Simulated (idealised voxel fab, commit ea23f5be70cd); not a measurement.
process module | voxel fin reveal
cross-section cut | 205 nm wide | cells 5 nm
A cross-section is a grid of square cells, given in bands from the top down. A band is one or more rows of cells.
Each band's line starts with the height of the band's top and of its bottom, in nm. Then come its materials from left to right, each with its width in nm. One material with "throughout" fills the band from edge to edge. "air" is empty space.
Height 0 is the level under which the wafer as received is all one material. The lowest band goes on downwards, as in "0 down".
A width such as "30 to 40" changes by the same amount from each row of cells to the next, from the band's top row to its bottom row.
"no change" after a step means that no cell of the cross-section changed.
closed voids: empty space of 8 cells or more with no open way to the top, each as width x height at its distance from the left edge, in nm
after a step's settings: what the simulator itself notes on the step
overlay nm, on a step with a mask: how far to the right of its planned place the mask lay; to the left if negative
plan
1 op RECEIVE | material Si
2 op CONFORMAL_DEP | material SiN | thk nm 10
3 op DIRECTIONAL_DEP | material aC | thk nm 10
4 op PATTERN | tone cover | mask id FINS | material resist | width nm 15 | pitch nm 35 | thk nm 30 | overlay nm 0
5 op DIRECTIONAL_ETCH | etch materials aC | depth nm 10
6 op STRIP | etch materials resist
7 op DIRECTIONAL_ETCH | etch materials SiN | depth nm 10
8 op DIRECTIONAL_ETCH | etch materials Si | depth nm 35
9 op STRIP | etch materials aC
10 op FILL_DEP | material SiO2 | thk nm 5
11 op CMP | height nm 10
12 op SELECTIVE_ETCH | etch materials SiO2 | depth nm 20
13 op STRIP | etch materials SiN
14 op CONFORMAL_DEP | material HfO2 | thk nm 5
first wafer, as planned
as received, after step 1
  0 down: Si throughout
  closed voids: none
after step 2
  10 to 0: SiN throughout
  below 0: unchanged
after step 3
  20 to 10: aC throughout
  below 10: unchanged
after step 4
  50 to 20: air 60 | resist 15 | air 20 | resist 15 | air 20 | resist 15 | air 60
  below 20: unchanged
after step 5
  40 to 20: air 60 | resist 15 | air 20 | resist 15 | air 20 | resist 15 | air 60
  20 to 10: air 60 | aC 15 | air 20 | aC 15 | air 20 | aC 15 | air 60
  below 10: unchanged
after step 6
  20 to 10: air 60 | aC 15 | air 20 | aC 15 | air 20 | aC 15 | air 60
  below 10: unchanged
after step 7
  20 to 10: air 60 | aC 15 | air 20 | aC 15 | air 20 | aC 15 | air 60
  10 to 0: air 60 | SiN 15 | air 20 | SiN 15 | air 20 | SiN 15 | air 60
  below 0: unchanged
after step 8
  20 to 10: air 60 | aC 15 | air 20 | aC 15 | air 20 | aC 15 | air 60
  10 to 0: air 60 | SiN 15 | air 20 | SiN 15 | air 20 | SiN 15 | air 60
  0 to -35: air 60 | Si 15 | air 20 | Si 15 | air 20 | Si 15 | air 60
  below -35: unchanged
after step 9
  10 to 0: air 60 | SiN 15 | air 20 | SiN 15 | air 20 | SiN 15 | air 60
  below 0: unchanged
after step 10
  15 to 10: SiO2 throughout
  10 to 0: SiO2 60 | SiN 15 | SiO2 20 | SiN 15 | SiO2 20 | SiN 15 | SiO2 60
  0 to -35: SiO2 60 | Si 15 | SiO2 20 | Si 15 | SiO2 20 | Si 15 | SiO2 60
  below -35: unchanged
after step 11
  10 to 0: SiO2 60 | SiN 15 | SiO2 20 | SiN 15 | SiO2 20 | SiN 15 | SiO2 60
  below 0: unchanged
after step 12
  10 to 0: air 60 | SiN 15 | air 20 | SiN 15 | air 20 | SiN 15 | air 60
  0 to -10: air 60 | Si 15 | air 20 | Si 15 | air 20 | Si 15 | air 60
  below -10: unchanged
after step 13
  0 to -10: air 60 | Si 15 | air 20 | Si 15 | air 20 | Si 15 | air 60
  below -10: unchanged
after step 14
  5 to 0: air 55 | HfO2 25 | air 10 | HfO2 25 | air 10 | HfO2 25 | air 55
  0 to -5: air 55 | HfO2 5 | Si 15 | HfO2 5 | air 10 | HfO2 5 | Si 15 | HfO2 5 | air 10 | HfO2 5 | Si 15 | HfO2 5 | air 55
  -5 to -10: HfO2 60 | Si 15 | HfO2 20 | Si 15 | HfO2 20 | Si 15 | HfO2 60
  below -10: unchanged
second wafer: like start, like plan, one mistake. Through step 3 it matches the first wafer
when step 4 should have ended
  50 to 20: air 65 | resist 15 | air 20 | resist 15 | air 20 | resist 15 | air 55
  below 20: unchanged
when step 5 should have ended
  40 to 20: air 65 | resist 15 | air 20 | resist 15 | air 20 | resist 15 | air 55
  20 to 10: air 65 | aC 15 | air 20 | aC 15 | air 20 | aC 15 | air 55
  below 10: unchanged
when step 6 should have ended
  20 to 10: air 65 | aC 15 | air 20 | aC 15 | air 20 | aC 15 | air 55
  below 10: unchanged
when step 7 should have ended
  20 to 10: air 65 | aC 15 | air 20 | aC 15 | air 20 | aC 15 | air 55
  10 to 0: air 65 | SiN 15 | air 20 | SiN 15 | air 20 | SiN 15 | air 55
  below 0: unchanged
when step 8 should have ended
  20 to 10: air 65 | aC 15 | air 20 | aC 15 | air 20 | aC 15 | air 55
  10 to 0: air 65 | SiN 15 | air 20 | SiN 15 | air 20 | SiN 15 | air 55
  0 to -35: air 65 | Si 15 | air 20 | Si 15 | air 20 | Si 15 | air 55
  below -35: unchanged
when step 9 should have ended
  10 to 0: air 65 | SiN 15 | air 20 | SiN 15 | air 20 | SiN 15 | air 55
  below 0: unchanged
when step 10 should have ended
  15 to 10: SiO2 throughout
  10 to 0: SiO2 65 | SiN 15 | SiO2 20 | SiN 15 | SiO2 20 | SiN 15 | SiO2 55
  0 to -35: SiO2 65 | Si 15 | SiO2 20 | Si 15 | SiO2 20 | Si 15 | SiO2 55
  below -35: unchanged
when step 11 should have ended
  10 to 0: SiO2 65 | SiN 15 | SiO2 20 | SiN 15 | SiO2 20 | SiN 15 | SiO2 55
  below 0: unchanged
when step 12 should have ended
  10 to 0: air 65 | SiN 15 | air 20 | SiN 15 | air 20 | SiN 15 | air 55
  0 to -10: air 65 | Si 15 | air 20 | Si 15 | air 20 | Si 15 | air 55
  below -10: unchanged
when step 13 should have ended
  0 to -10: air 65 | Si 15 | air 20 | Si 15 | air 20 | Si 15 | air 55
  below -10: unchanged
when step 14 should have ended
  5 to 0: air 60 | HfO2 25 | air 10 | HfO2 25 | air 10 | HfO2 25 | air 50
  0 to -5: air 60 | HfO2 5 | Si 15 | HfO2 5 | air 10 | HfO2 5 | Si 15 | HfO2 5 | air 10 | HfO2 5 | Si 15 | HfO2 5 | air 50
  -5 to -10: HfO2 65 | Si 15 | HfO2 20 | Si 15 | HfO2 20 | Si 15 | HfO2 55
  below -10: unchanged
what went wrong: step 4 ran as: op PATTERN | tone cover | mask id FINS | material resist | width nm 15 | pitch nm 35 | thk nm 30 | overlay nm 5
at the end the second wafer has, in cells: as many of each material as the first, in other places
